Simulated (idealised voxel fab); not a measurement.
You're looking at the process module voxel self aligned vias.
For reference, the cross-section in this document is cut, with width 225 nm and square cells of 5 nm.
We lay out every cross-section as a grid of square cells and spell it out in bands from the top down, where one band means one or more rows of cells.
Read a band's entry like this: the first values are the height of its top and the height of its bottom in nm, and what follows is the sequence of materials from left to right, each with its width in nm. Note that "blank" is empty space, and that a single material marked "all across" reaches across the band from edge to edge.
Measure heights from 0. That's the level where, below it, the as-received wafer is all one material. The lowest band is bottomless and extends downward; write it as in "0 down".
You'd read "30 to 40" like this: the band's top row of cells is as wide as the first number, its bottom row is as wide as the second, and going down, every row changes width by the same amount as the row before did.
Where a step carries "nothing was modified", the cross-section came out of it unchanged, cell for cell.
In the "Trapped void list" entry, you get each enclosed empty space of 8 cells or more, one with no open way to the top, written width x height at distance, distance from the left edge, in nm.
Past the settings on a step's line: simulator remark, on that step.
"overlay nm" answers the question of how far to the right of plan the mask lay on a step that has a mask, and when it is negative the answer is to the left.
[Steps in the process plan]
1: RECEIVE | material Si
2: CONFORMAL_DEP | material SiO2 | thk nm 15
3: CONFORMAL_DEP | material SiCN | thk nm 5
4: DIRECTIONAL_DEP | material SiO2 | thk nm 20
5: PATTERN | tone open | mask id LINES | material resist | width nm 20 | pitch nm 50 | thk nm 20 | overlay nm 0
6: DIRECTIONAL_ETCH | etch materials SiO2 | depth nm 20
7: STRIP | etch materials resist
8: CONFORMAL_DEP | material TiN | thk nm 5
9: FILL_DEP | material Ru | thk nm 5
10: CMP | height nm 40
11: SELECTIVE_ETCH | etch materials W Ru TiN | depth nm 5
12: FILL_DEP | material SiN | thk nm 5
13: CMP | height nm 40
14: DIRECTIONAL_DEP | material SiO2 | thk nm 15
15: DIRECTIONAL_DEP | material aC | thk nm 10
16: PATTERN | tone open | mask id VIAS | material resist | width nm 30 | pitch nm 50 | thk nm 25 | overlay nm 0
17: DIRECTIONAL_ETCH | etch materials aC | depth nm 10
18: STRIP | etch materials resist
19: DIRECTIONAL_ETCH | etch materials SiO2 | depth nm 15
20: DIRECTIONAL_ETCH | etch materials SiN | depth nm 5
21: STRIP | etch materials aC
22: CONFORMAL_DEP | material TiN | thk nm 5
23: FILL_DEP | material Ru | thk nm 5
24: CMP | height nm 55
25: CONFORMAL_DEP | material SiN | thk nm 5
[Concerning the first of two wafers, which was run in accordance with the plan]
[So this is the incoming wafer in cross-section - it's already been through step 1]
  0 down = Si all across
  Trapped void list: none
[Step 2 done - wafer cross-section]
  15 to 0 = SiO2 all across
  No changes below 0.
[Step 3 done - wafer cross-section]
  20 to 15 = SiCN all across
  No changes below 15.
[Step 4 done - wafer cross-section]
  40 to 20 = SiO2 all across
  No changes below 20.
[Step 5 done - wafer cross-section]
  60 to 40 = 50 of resist, then 20 of blank, then 30 of resist, then 20 of blank, then 30 of resist, then 20 of blank, then 55 of resist
  No changes below 40.
[Step 6 done - wafer cross-section]
  60 to 40 = 50 of resist, then 20 of blank, then 30 of resist, then 20 of blank, then 30 of resist, then 20 of blank, then 55 of resist
  40 to 20 = 50 of SiO2, then 20 of blank, then 30 of SiO2, then 20 of blank, then 30 of SiO2, then 20 of blank, then 55 of SiO2
  No changes below 20.
[Step 7 done - wafer cross-section]
  40 to 20 = 50 of SiO2, then 20 of blank, then 30 of SiO2, then 20 of blank, then 30 of SiO2, then 20 of blank, then 55 of SiO2
  No changes below 20.
[Step 8 done - wafer cross-section]
  45 to 40 = 55 of TiN, then 10 of blank, then 40 of TiN, then 10 of blank, then 40 of TiN, then 10 of blank, then 60 of TiN
  40 to 25 = 50 of SiO2, then 5 of TiN, then 10 of blank, then 5 of TiN, then 30 of SiO2, then 5 of TiN, then 10 of blank, then 5 of TiN, then 30 of SiO2, then 5 of TiN, then 10 of blank, then 5 of TiN, then 55 of SiO2
  25 to 20 = 50 of SiO2, then 20 of TiN, then 30 of SiO2, then 20 of TiN, then 30 of SiO2, then 20 of TiN, then 55 of SiO2
  No changes below 20.
[Step 9 done - wafer cross-section]
  50 to 45 = Ru all across
  45 to 40 = 55 of TiN, then 10 of Ru, then 40 of TiN, then 10 of Ru, then 40 of TiN, then 10 of Ru, then 60 of TiN
  40 to 25 = 50 of SiO2, then 5 of TiN, then 10 of Ru, then 5 of TiN, then 30 of SiO2, then 5 of TiN, then 10 of Ru, then 5 of TiN, then 30 of SiO2, then 5 of TiN, then 10 of Ru, then 5 of TiN, then 55 of SiO2
  No changes below 25.
[Step 10 done - wafer cross-section]
  40 to 25 = 50 of SiO2, then 5 of TiN, then 10 of Ru, then 5 of TiN, then 30 of SiO2, then 5 of TiN, then 10 of Ru, then 5 of TiN, then 30 of SiO2, then 5 of TiN, then 10 of Ru, then 5 of TiN, then 55 of SiO2
  No changes below 25.
[Step 11 done - wafer cross-section]
  40 to 35 = 50 of SiO2, then 20 of blank, then 30 of SiO2, then 20 of blank, then 30 of SiO2, then 20 of blank, then 55 of SiO2
  No changes below 35.
[Step 12 done - wafer cross-section]
  45 to 40 = SiN all across
  40 to 35 = 50 of SiO2, then 20 of SiN, then 30 of SiO2, then 20 of SiN, then 30 of SiO2, then 20 of SiN, then 55 of SiO2
  No changes below 35.
[Step 13 done - wafer cross-section]
  40 to 35 = 50 of SiO2, then 20 of SiN, then 30 of SiO2, then 20 of SiN, then 30 of SiO2, then 20 of SiN, then 55 of SiO2
  No changes below 35.
[Step 14 done - wafer cross-section]
  55 to 40 = SiO2 all across
  No changes below 40.
[Step 15 done - wafer cross-section]
  65 to 55 = aC all across
  No changes below 55.
[Step 16 done - wafer cross-section]
  90 to 65 = 45 of resist, then 30 of blank, then 20 of resist, then 30 of blank, then 20 of resist, then 30 of blank, then 50 of resist
  No changes below 65.
[Step 17 done - wafer cross-section]
  80 to 65 = 45 of resist, then 30 of blank, then 20 of resist, then 30 of blank, then 20 of resist, then 30 of blank, then 50 of resist
  65 to 55 = 45 of aC, then 30 of blank, then 20 of aC, then 30 of blank, then 20 of aC, then 30 of blank, then 50 of aC
  No changes below 55.
[Step 18 done - wafer cross-section]
  65 to 55 = 45 of aC, then 30 of blank, then 20 of aC, then 30 of blank, then 20 of aC, then 30 of blank, then 50 of aC
  No changes below 55.
[Step 19 done - wafer cross-section]
  65 to 55 = 45 of aC, then 30 of blank, then 20 of aC, then 30 of blank, then 20 of aC, then 30 of blank, then 50 of aC
  55 to 40 = 45 of SiO2, then 30 of blank, then 20 of SiO2, then 30 of blank, then 20 of SiO2, then 30 of blank, then 50 of SiO2
  No changes below 40.
[Step 20 done - wafer cross-section]
  65 to 55 = 45 of aC, then 30 of blank, then 20 of aC, then 30 of blank, then 20 of aC, then 30 of blank, then 50 of aC
  55 to 40 = 45 of SiO2, then 30 of blank, then 20 of SiO2, then 30 of blank, then 20 of SiO2, then 30 of blank, then 50 of SiO2
  40 to 35 = 50 of SiO2, then 20 of blank, then 30 of SiO2, then 20 of blank, then 30 of SiO2, then 20 of blank, then 55 of SiO2
  No changes below 35.
[Step 21 done - wafer cross-section]
  55 to 40 = 45 of SiO2, then 30 of blank, then 20 of SiO2, then 30 of blank, then 20 of SiO2, then 30 of blank, then 50 of SiO2
  No changes below 40.
[Step 22 done - wafer cross-section]
  60 to 55 = 50 of TiN, then 20 of blank, then 30 of TiN, then 20 of blank, then 30 of TiN, then 20 of blank, then 55 of TiN
  55 to 45 = 45 of SiO2, then 5 of TiN, then 20 of blank, then 5 of TiN, then 20 of SiO2, then 5 of TiN, then 20 of blank, then 5 of TiN, then 20 of SiO2, then 5 of TiN, then 20 of blank, then 5 of TiN, then 50 of SiO2
  45 to 40 = 45 of SiO2, then 10 of TiN, then 10 of blank, then 10 of TiN, then 20 of SiO2, then 10 of TiN, then 10 of blank, then 10 of TiN, then 20 of SiO2, then 10 of TiN, then 10 of blank, then 10 of TiN, then 50 of SiO2
  40 to 35 = 50 of SiO2, then 20 of TiN, then 30 of SiO2, then 20 of TiN, then 30 of SiO2, then 20 of TiN, then 55 of SiO2
  No changes below 35.
[Step 23 done - wafer cross-section]
  65 to 60 = Ru all across
  60 to 55 = 50 of TiN, then 20 of Ru, then 30 of TiN, then 20 of Ru, then 30 of TiN, then 20 of Ru, then 55 of TiN
  55 to 45 = 45 of SiO2, then 5 of TiN, then 20 of Ru, then 5 of TiN, then 20 of SiO2, then 5 of TiN, then 20 of Ru, then 5 of TiN, then 20 of SiO2, then 5 of TiN, then 20 of Ru, then 5 of TiN, then 50 of SiO2
  45 to 40 = 45 of SiO2, then 10 of TiN, then 10 of Ru, then 10 of TiN, then 20 of SiO2, then 10 of TiN, then 10 of Ru, then 10 of TiN, then 20 of SiO2, then 10 of TiN, then 10 of Ru, then 10 of TiN, then 50 of SiO2
  No changes below 40.
[Step 24 done - wafer cross-section]
  55 to 45 = 45 of SiO2, then 5 of TiN, then 20 of Ru, then 5 of TiN, then 20 of SiO2, then 5 of TiN, then 20 of Ru, then 5 of TiN, then 20 of SiO2, then 5 of TiN, then 20 of Ru, then 5 of TiN, then 50 of SiO2
  No changes below 45.
[Step 25 done - wafer cross-section]
  60 to 55 = SiN all across
  No changes below 55.
[For the second wafer, take the first wafer's start and plan, then add one mistake made in running it; everything through step 18, that step included, is shared with the first]
[Cross-section of the second wafer at the time step 19 of the plan should have ended]
  65 to 55 = 45 of aC, then 30 of blank, then 20 of aC, then 30 of blank, then 20 of aC, then 30 of blank, then 50 of aC
  55 to 40 = 45 of SiO2, then 30 of blank, then 20 of SiO2, then 30 of blank, then 20 of SiO2, then 30 of blank, then 50 of SiO2
  40 to 35 = 45 of SiO2, then 5 of blank, then 20 of SiN, then 5 of blank, then 20 of SiO2, then 5 of blank, then 20 of SiN, then 5 of blank, then 20 of SiO2, then 5 of blank, then 20 of SiN, then 5 of blank, then 50 of SiO2
  35 to 25 = 45 of SiO2, then 5 of blank, then 5 of TiN, then 10 of Ru, then 5 of TiN, then 5 of blank, then 20 of SiO2, then 5 of blank, then 5 of TiN, then 10 of Ru, then 5 of TiN, then 5 of blank, then 20 of SiO2, then 5 of blank, then 5 of TiN, then 10 of Ru, then 5 of TiN, then 5 of blank, then 50 of SiO2
  No changes below 25.
[Cross-section of the second wafer at the time step 20 of the plan should have ended]
  65 to 55 = 45 of aC, then 30 of blank, then 20 of aC, then 30 of blank, then 20 of aC, then 30 of blank, then 50 of aC
  55 to 35 = 45 of SiO2, then 30 of blank, then 20 of SiO2, then 30 of blank, then 20 of SiO2, then 30 of blank, then 50 of SiO2
  No changes below 35.
[Cross-section of the second wafer at the time step 21 of the plan should have ended]
  55 to 35 = 45 of SiO2, then 30 of blank, then 20 of SiO2, then 30 of blank, then 20 of SiO2, then 30 of blank, then 50 of SiO2
  No changes below 35.
[Cross-section of the second wafer at the time step 22 of the plan should have ended]
  60 to 55 = 50 of TiN, then 20 of blank, then 30 of TiN, then 20 of blank, then 30 of TiN, then 20 of blank, then 55 of TiN
  55 to 40 = 45 of SiO2, then 5 of TiN, then 20 of blank, then 5 of TiN, then 20 of SiO2, then 5 of TiN, then 20 of blank, then 5 of TiN, then 20 of SiO2, then 5 of TiN, then 20 of blank, then 5 of TiN, then 50 of SiO2
  40 to 35 = 45 of SiO2, then 30 of TiN, then 20 of SiO2, then 30 of TiN, then 20 of SiO2, then 30 of TiN, then 50 of SiO2
  35 to 25 = 45 of SiO2, then 10 of TiN, then 10 of Ru, then 10 of TiN, then 20 of SiO2, then 10 of TiN, then 10 of Ru, then 10 of TiN, then 20 of SiO2, then 10 of TiN, then 10 of Ru, then 10 of TiN, then 50 of SiO2
  No changes below 25.
[Cross-section of the second wafer at the time step 23 of the plan should have ended]
  65 to 60 = Ru all across
  60 to 55 = 50 of TiN, then 20 of Ru, then 30 of TiN, then 20 of Ru, then 30 of TiN, then 20 of Ru, then 55 of TiN
  55 to 40 = 45 of SiO2, then 5 of TiN, then 20 of Ru, then 5 of TiN, then 20 of SiO2, then 5 of TiN, then 20 of Ru, then 5 of TiN, then 20 of SiO2, then 5 of TiN, then 20 of Ru, then 5 of TiN, then 50 of SiO2
  No changes below 40.
[Cross-section of the second wafer at the time step 24 of the plan should have ended]
  55 to 40 = 45 of SiO2, then 5 of TiN, then 20 of Ru, then 5 of TiN, then 20 of SiO2, then 5 of TiN, then 20 of Ru, then 5 of TiN, then 20 of SiO2, then 5 of TiN, then 20 of Ru, then 5 of TiN, then 50 of SiO2
  No changes below 40.
[Cross-section of the second wafer at the time step 25 of the plan should have ended]
  60 to 55 = SiN all across
  No changes below 55.
The mistake made against the process plan was this: step 19 of the plan was carried out twice
End of process, cell counts, second wafer against first, materials with more or fewer: Ru: 6 more, SiO2: 18 fewer, TiN: 12 more
